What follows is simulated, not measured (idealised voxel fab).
process module | voxel capacitor over wiring
cross-section cut | 300 nm wide | cells 5 nm
A cross-section is a grid of square cells, given in bands from the top down. A band is one or more rows of cells.
Each band's line starts with the height of the band's top and of its bottom, in nm. Then come its materials from left to right, each with its width in nm. One material with "throughout" fills the band from edge to edge. "air" is empty space.
Height 0 is the level under which the wafer as received is all one material. The lowest band goes on downwards, as in "0 down".
A width such as "30 to 40" changes by the same amount from each row of cells to the next, from the band's top row to its bottom row.
"no change" after a step means that no cell of the cross-section changed.
closed voids: empty space of 8 cells or more with no open way to the top, each as width x height at its distance from the left edge, in nm
after a step's settings: what the simulator itself notes on the step
overlay nm, on a step with a mask: how far to the right of its planned place the mask lay; to the left if negative
plan
1 op RECEIVE | material Si
2 op CONFORMAL_DEP | material SiO2 | thk nm 15
3 op DIRECTIONAL_DEP | material TiN | thk nm 5
4 op DIRECTIONAL_DEP | material Ru | thk nm 20
5 op DIRECTIONAL_DEP | material aC | thk nm 15
6 op PATTERN | tone cover | mask id METAL_1 | material resist | width nm 25 | pitch nm 90 | thk nm 35 | overlay nm 0
7 op DIRECTIONAL_ETCH | etch materials aC | depth nm 15
8 op STRIP | etch materials resist
9 op DIRECTIONAL_ETCH | etch materials Ru | depth nm 20
10 op DIRECTIONAL_ETCH | etch materials TiN | depth nm 5
11 op STRIP | etch materials aC
12 op FILL_DEP | material lowk | thk nm 10
13 op CMP | height nm 40
14 op CONFORMAL_DEP | material SiCN | thk nm 5
15 op DIRECTIONAL_DEP | material lowk | thk nm 20
16 op PATTERN | tone open | mask id PLUG_1 | material resist | width nm 15 | thk nm 20 | overlay nm 0
17 op DIRECTIONAL_ETCH | etch materials lowk | depth nm 20
18 op DIRECTIONAL_ETCH | etch materials SiCN | depth nm 5
19 op STRIP | etch materials resist
20 op CONFORMAL_DEP | material TiN | thk nm 5
21 op FILL_DEP | material W | thk nm 10
22 op CMP | height nm 65
23 op DIRECTIONAL_DEP | material TiN | thk nm 5
24 op DIRECTIONAL_DEP | material Al2O3 | thk nm 5
25 op DIRECTIONAL_DEP | material TiN | thk nm 10
26 op DIRECTIONAL_DEP | material aC | thk nm 15
27 op PATTERN | tone cover | mask id UPPER_PLATE | material resist | width nm 70 | thk nm 30 | overlay nm 0
28 op DIRECTIONAL_ETCH | etch materials aC | depth nm 15
29 op STRIP | etch materials resist
30 op DIRECTIONAL_ETCH | etch materials TiN | depth nm 10
31 op DIRECTIONAL_ETCH | etch materials Al2O3 | depth nm 5
32 op STRIP | etch materials aC
33 op MASKED_ETCH | tone cover | mask id LOWER_PLATE | width nm 80 | etch materials TiN | depth nm 5 | overlay nm 0
34 op FILL_DEP | material SiO2 | thk nm 20
35 op CMP | height nm 100
36 op PATTERN | tone open | mask id PLUG_2 | material resist | width nm 15 | thk nm 20 | overlay nm 0
37 op DIRECTIONAL_ETCH | etch materials SiO2 | depth nm 15
38 op STRIP | etch materials resist
39 op CONFORMAL_DEP | material TiN | thk nm 5
40 op FILL_DEP | material Ru | thk nm 5
41 op CMP | height nm 100
42 op CONFORMAL_DEP | material SiN | thk nm 5
as received, after step 1
  0 down: Si throughout
  closed voids: none
first wafer at the end, as planned
  105 to 100: SiN throughout
  100 to 90: SiO2 110 | TiN 5 | Ru 5 | TiN 5 | SiO2 175
  90 to 85: SiO2 110 | TiN 15 | SiO2 175
  85 to 75: SiO2 100 | TiN 70 | SiO2 130
  75 to 70: SiO2 100 | Al2O3 70 | SiO2 130
  70 to 65: SiO2 95 | TiN 80 | SiO2 125
  65 to 45: lowk 100 | TiN 5 | W 5 | TiN 5 | lowk 185
  45 to 40: SiCN 100 | TiN 15 | SiCN 185
  40 to 20: lowk 90 | Ru 25 | lowk 65 | Ru 25 | lowk 95
  20 to 15: lowk 90 | TiN 25 | lowk 65 | TiN 25 | lowk 95
  15 to 0: SiO2 throughout
  0 down: Si throughout
  closed voids: none
second wafer at the end: like start, like plan, one mistake
  105 to 100: SiN throughout
  100 to 90: SiO2 110 | TiN 5 | Ru 5 | TiN 5 | SiO2 175
  90 to 85: SiO2 110 | TiN 15 | SiO2 175
  85 to 80: SiO2 throughout
  80 to 70: SiO2 100 | TiN 70 | SiO2 130
  70 to 65: SiO2 95 | TiN 80 | SiO2 125
  65 to 45: lowk 100 | TiN 5 | W 5 | TiN 5 | lowk 185
  45 to 40: SiCN 100 | TiN 15 | SiCN 185
  40 to 20: lowk 90 | Ru 25 | lowk 65 | Ru 25 | lowk 95
  20 to 15: lowk 90 | TiN 25 | lowk 65 | TiN 25 | lowk 95
  15 to 0: SiO2 throughout
  0 down: Si throughout
  closed voids: none
what went wrong: step 24 was left out
at the end the second wafer has, in cells: 14 fewer of Al2O3 | 14 more of SiO2
